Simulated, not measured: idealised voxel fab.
process module | voxel gate over fins
cross-section cut | 225 nm wide | cells 5 nm
A cross-section is a grid of square cells, given in bands from the top down. A band is one or more rows of cells.
Each band's line starts with the height of the band's top and of its bottom, in nm. Then come its materials from left to right, each with its width in nm. One material with "throughout" fills the band from edge to edge. "air" is empty space.
Height 0 is the level under which the wafer as received is all one material. The lowest band goes on downwards, as in "0 down".
A width such as "30 to 40" changes by the same amount from each row of cells to the next, from the band's top row to its bottom row.
"no change" after a step means that no cell of the cross-section changed.
closed voids: empty space of 8 cells or more with no open way to the top, each as width x height at its distance from the left edge, in nm
after a step's settings: what the simulator itself notes on the step
overlay nm, on a step with a mask: how far to the right of its planned place the mask lay; to the left if negative
plan
1 op RECEIVE | material Si
2 op CONFORMAL_DEP | material SiN | thk nm 10
3 op MASKED_ETCH | tone cover | mask id FINS | width nm 15 | pitch nm 60 | etch materials SiN | depth nm 10 | overlay nm 0
4 op MASKED_ETCH | tone cover | mask id FINS | width nm 15 | pitch nm 60 | etch materials Si | depth nm 40 | overlay nm 0
5 op OXIDIZE | depth nm 5
6 op FILL_DEP | material SiO2 | thk nm 10
7 op CMP | height nm 10
8 op MASKED_ETCH | tone open | mask id RAIL | width nm 15 | etch materials SiO2 | depth nm 45 | overlay nm 0
9 op CONFORMAL_DEP | material TiN | thk nm 5
10 op FILL_DEP | material W | thk nm 10
11 op CMP | height nm 10
12 op SELECTIVE_ETCH | etch materials W Ru TiN | depth nm 30
13 op FILL_DEP | material SiO2 | thk nm 5
14 op CMP | height nm 10
15 op SELECTIVE_ETCH | etch materials SiO2 | depth nm 20
16 op STRIP | etch materials SiN
17 op CONFORMAL_DEP | material HfO2 | thk nm 5
18 op CONFORMAL_DEP | material TiN | thk nm 5
19 op FILL_DEP | material W | thk nm 15
20 op CMP | height nm 20
21 op CONFORMAL_DEP | material SiCN | thk nm 5
as received, after step 1
  0 down: Si throughout
  closed voids: none
first wafer at the end, as planned
  25 to 20: SiCN throughout
  20 to 10: W throughout
  10 to 5: W 40 | TiN 25 | W 35 | TiN 25 | W 35 | TiN 25 | W 40
  5 to 0: W 40 | TiN 5 | HfO2 15 | TiN 5 | W 35 | TiN 5 | HfO2 15 | TiN 5 | W 35 | TiN 5 | HfO2 15 | TiN 5 | W 40
  0 to -5: TiN 45 | HfO2 5 | Si 5 | HfO2 5 | TiN 45 | HfO2 5 | Si 5 | HfO2 5 | TiN 45 | HfO2 5 | Si 5 | HfO2 5 | TiN 45
  -5 to -10: HfO2 50 | Si 5 | HfO2 55 | Si 5 | HfO2 55 | Si 5 | HfO2 50
  -10 to -20: SiO2 50 | Si 5 | SiO2 55 | Si 5 | SiO2 55 | Si 5 | SiO2 50
  -20 to -30: SiO2 50 | Si 5 | SiO2 20 | TiN 5 | W 5 | TiN 5 | SiO2 20 | Si 5 | SiO2 55 | Si 5 | SiO2 50
  -30 to -35: SiO2 50 | Si 5 | SiO2 20 | TiN 15 | SiO2 20 | Si 5 | SiO2 55 | Si 5 | SiO2 50
  -35 to -45: SiO2 50 | Si 5 | SiO2 55 | Si 5 | SiO2 55 | Si 5 | SiO2 50
  -45 down: Si throughout
  closed voids: none
second wafer at the end: like start, like plan, one mistake
  25 to 20: SiCN throughout
  20 to 10: W throughout
  10 to 5: W 40 | TiN 25 | W 35 | TiN 25 | W 35 | TiN 25 | W 40
  5 to 0: W 40 | TiN 5 | HfO2 15 | TiN 5 | W 35 | TiN 5 | HfO2 15 | TiN 5 | W 35 | TiN 5 | HfO2 15 | TiN 5 | W 40
  0 to -5: TiN 45 | HfO2 5 | Si 5 | HfO2 5 | TiN 45 | HfO2 5 | Si 5 | HfO2 5 | TiN 45 | HfO2 5 | Si 5 | HfO2 5 | TiN 45
  -5 to -10: HfO2 50 | Si 5 | HfO2 55 | Si 5 | HfO2 55 | Si 5 | HfO2 50
  -10 to -20: SiO2 50 | Si 5 | SiO2 55 | Si 5 | SiO2 55 | Si 5 | SiO2 50
  -20 to -30: W 40 | TiN 5 | SiO2 5 | Si 5 | SiO2 5 | TiN 5 | W 5 | TiN 5 | SiO2 15 | TiN 5 | W 5 | TiN 5 | SiO2 5 | Si 5 | SiO2 5 | TiN 5 | W 35 | TiN 5 | SiO2 5 | Si 5 | SiO2 5 | TiN 5 | W 40
  -30 to -35: TiN 45 | SiO2 5 | Si 5 | SiO2 5 | TiN 15 | SiO2 15 | TiN 15 | SiO2 5 | Si 5 | SiO2 5 | TiN 45 | SiO2 5 | Si 5 | SiO2 5 | TiN 45
  -35 to -45: SiO2 50 | Si 5 | SiO2 55 | Si 5 | SiO2 55 | Si 5 | SiO2 50
  -45 down: Si throughout
  closed voids: none
what went wrong: step 8 ran as: op MASKED_ETCH | tone cover | mask id RAIL | width nm 15 | etch materials SiO2 | depth nm 45 | overlay nm 0
at the end the second wafer has, in cells: 90 fewer of SiO2 | 42 more of TiN | 48 more of W
